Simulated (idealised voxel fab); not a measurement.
Process module, titled voxel gate over fins
Square cell edge 5 nm, section width 150 nm, ID cut.
Bands, listed from the top down, are how a cross-section gets written in this document; the cross-section itself is a grid of square cells, and a band is one or more rows of them.
It is stipulated that each band's entry specify, in nanometres, the height of the top of the band and then that of its bottom, followed by the materials of the band in left-to-right sequence, each together with its width in nanometres. A single material marked by the word "full width" is understood to fill the band from edge to edge; the word "blank" is understood to denote empty space.
We count height from 0. Below that, the starting wafer is all one material. The lowest band never ends at the bottom but goes on down; see "z 0 and below" for how that is written.
Per-row width for "30 to 40": begins at first number (top row of band), ends at second number (bottom row), increment between rows held constant.
Where a step carries "stayed the same", the cross-section came out of it unchanged, cell for cell.
Enclosed voids (no open way to top), threshold 8 cells or more, entry "Voids, sealed", notation width x height at distance, distance from left edge, nm.
Read whatever lies past the settings on a step's line as the simulator's own remark about the step.
The setting "overlay nm" may be written on the line of a step. When the step uses a mask, the value reports how far to the right of the planned place the mask lay, and a negative value reports that it lay to the left.
# The following list gives the planned process steps
- 1: RECEIVE [material Si]
- 2: CONFORMAL_DEP [material SiN] [thk nm 5]
- 3: MASKED_ETCH [tone cover] [mask id FINS] [width nm 15] [pitch nm 45] [etch materials SiN] [depth nm 5] [overlay nm -15]
- 4: MASKED_ETCH [tone cover] [mask id FINS] [width nm 15] [pitch nm 45] [etch materials Si] [depth nm 30] [overlay nm 0]
- 5: OXIDIZE [depth nm 5]
- 6: FILL_DEP [material SiO2] [thk nm 10]
- 7: CMP [height nm 5]
- 8: SELECTIVE_ETCH [etch materials SiO2] [depth nm 15]
- 9: STRIP [etch materials SiN]
- 10: CONFORMAL_DEP [material HfO2] [thk nm 5]
- 11: CONFORMAL_DEP [material TiN] [thk nm 5]
- 12: FILL_DEP [material W] [thk nm 15]
- 13: CMP [height nm 20]
- 14: CONFORMAL_DEP [material SiCN] [thk nm 10]
Every wafer here starts from the same state; it is the step 3 overlay nm that distinguishes them, and the value the plan gives belongs to the first wafer.
# Received wafers, first of several: cross-section after step 1
* z 0 and below | Si full width
* Voids, sealed: none
# Cross-sectional representation of the first of several wafers at the end of the module, i.e. after its terminal step, step 14
* z 30 to 20 | SiCN full width
* z 20 to 10 | W full width
* z 10 to 5 | 25 of W, 25 of TiN, 20 of W, 25 of TiN, 55 of W
* z 5 to 0 | 25 of W, 5 of TiN, 15 of HfO2, 20 of TiN, 5 of W, 5 of TiN, 15 of HfO2, 20 of TiN, 40 of W
* z 0 to -5 | 30 of TiN, 5 of HfO2, 5 of Si, 20 of HfO2, 15 of TiN, 5 of HfO2, 5 of Si, 20 of HfO2, 45 of TiN
* z -5 to -10 | 35 of HfO2, 20 of Si, 25 of HfO2, 20 of Si, 50 of HfO2
* z -10 to -35 | 35 of SiO2, 20 of Si, 25 of SiO2, 20 of Si, 50 of SiO2
* z -35 and below | Si full width
* Voids, sealed: none
# Last-wafer cross-section at the end of the module
* z 30 to 20 | SiCN full width
* z 20 to 10 | W full width
* z 10 to 5 | 55 of W, 25 of TiN, 20 of W, 25 of TiN, 25 of W
* z 5 to 0 | 40 of W, 20 of TiN, 15 of HfO2, 5 of TiN, 5 of W, 20 of TiN, 15 of HfO2, 5 of TiN, 25 of W
* z 0 to -5 | 45 of TiN, 20 of HfO2, 5 of Si, 5 of HfO2, 15 of TiN, 20 of HfO2, 5 of Si, 5 of HfO2, 30 of TiN
* z -5 to -10 | 50 of HfO2, 20 of Si, 25 of HfO2, 20 of Si, 35 of HfO2
* z -10 to -35 | 50 of SiO2, 20 of Si, 25 of SiO2, 20 of Si, 35 of SiO2
* z -35 and below | Si full width
* Voids, sealed: none
# Per wafer (row), end of module: delta in cells per material since receipt, (+) for gained, (-) for lost; closed voids after that
overlay nm -15; +38 HfO2; -160 Si; +60 SiCN; +110 SiO2; +38 TiN; +94 W; Voids, sealed: none
overlay nm -10; +38 HfO2; -172 Si; +60 SiCN; +120 SiO2; +38 TiN; +96 W; Voids, sealed: none
overlay nm -5; +38 HfO2; -184 Si; +60 SiCN; +130 SiO2; +38 TiN; +98 W; Voids, sealed: none
overlay nm 0; +38 HfO2; -196 Si; +60 SiCN; +140 SiO2; +38 TiN; +100 W; Voids, sealed: none
overlay nm 5; +38 HfO2; -184 Si; +60 SiCN; +130 SiO2; +38 TiN; +98 W; Voids, sealed: none
overlay nm 10; +38 HfO2; -172 Si; +60 SiCN; +120 SiO2; +38 TiN; +96 W; Voids, sealed: none
overlay nm 15; +38 HfO2; -160 Si; +60 SiCN; +110 SiO2; +38 TiN; +94 W; Voids, sealed: none
